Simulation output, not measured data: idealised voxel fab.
Name of the process module below: voxel self aligned contacts
Xsec cut, 270 nm wide, square cell size 5 nm.
The cross-sections in this document take the form of a grid made of square cells. They are written out as bands, in order from top to bottom. Each band consists of one or more rows of cells.
Heights first: top, then bottom, in nm. Then materials, left to right, each with a width in nm. "full width" on a single material: fills the band edge to edge. "air": empty space.
Basically, 0 is our baseline, since under it the wafer straight out of the box is all one material. The bottom band has no lower end and keeps on going down, so it looks like "z 0 and below".
A two-number width, for instance "30 to 40", indicates that the width is equal to the first number in the top row of the band and to the second number in the bottom row, and that it changes by a constant amount per row of cells.
The designation "identical to before", where it is given for a processing step, indicates that no cell of the cross-section was altered in the course of that step.
The entry "Sealed cavities" lists the empty spaces that cover at least 8 cells and have no open path to the top. Each is written as width x height at distance, where the distance is measured from the left edge and all three values are in nm.
Post-settings text on a step line: simulator's own remark regarding the step.
A step's line can hold "overlay nm"; with a mask on that step, the setting says how far right of the planned place the mask lay, while a negative setting says it lay to the left.

# Process steps - plan
step 1: RECEIVE: material Si
step 2: CONFORMAL_DEP: material SiO2, thk nm 5
step 3: DIRECTIONAL_DEP: material polySi, thk nm 25
step 4: DIRECTIONAL_DEP: material SiN, thk nm 25
step 5: MASKED_ETCH: tone cover, mask id GATE, width nm 30, pitch nm 70, etch materials SiN, depth nm 25, overlay nm 0
step 6: MASKED_ETCH: tone cover, mask id GATE, width nm 30, pitch nm 70, etch materials polySi, depth nm 25, overlay nm 0
step 7: CONFORMAL_DEP: material SiN, thk nm 10
step 8: DIRECTIONAL_ETCH: etch materials SiN, depth nm 10
step 9: FILL_DEP: material SiO2, thk nm 15
step 10: CMP: height nm 65
step 11: MASKED_ETCH: tone open, mask id CONTACT, width nm 50, pitch nm 70, etch materials SiO2, depth nm 65, overlay nm 0
step 12: CONFORMAL_DEP: material TiN, thk nm 5
step 13: FILL_DEP: material W, thk nm 5
step 14: CMP: height nm 65
step 15: CONFORMAL_DEP: material SiN, thk nm 5

# Shown in cross-section is the wafer as received, that is, as it stands after step 1
- z 0 and below: Si full width
- Sealed cavities: none

# Starting wafer: above. Plan: above. Run: one mistake. Cross-section after the module: below
- z 70 to 65: SiN full width
- z 65 to 60: SiO2 (40); SiN (50); TiN (5); W (10); TiN (5); SiN (50); TiN (5); W (10); TiN (5); SiN (50); SiO2 (40)
- z 60 to 55: SiO2 (40); SiN (50); TiN (20); SiN (50); TiN (20); SiN (50); SiO2 (40)
- z 55 to 30: SiN full width
- z 30 to 5: polySi full width
- z 5 to 0: SiO2 full width
- z 0 and below: Si full width
- Sealed cavities: none
Where did the run depart from the plan? plan step 4 was twice executed
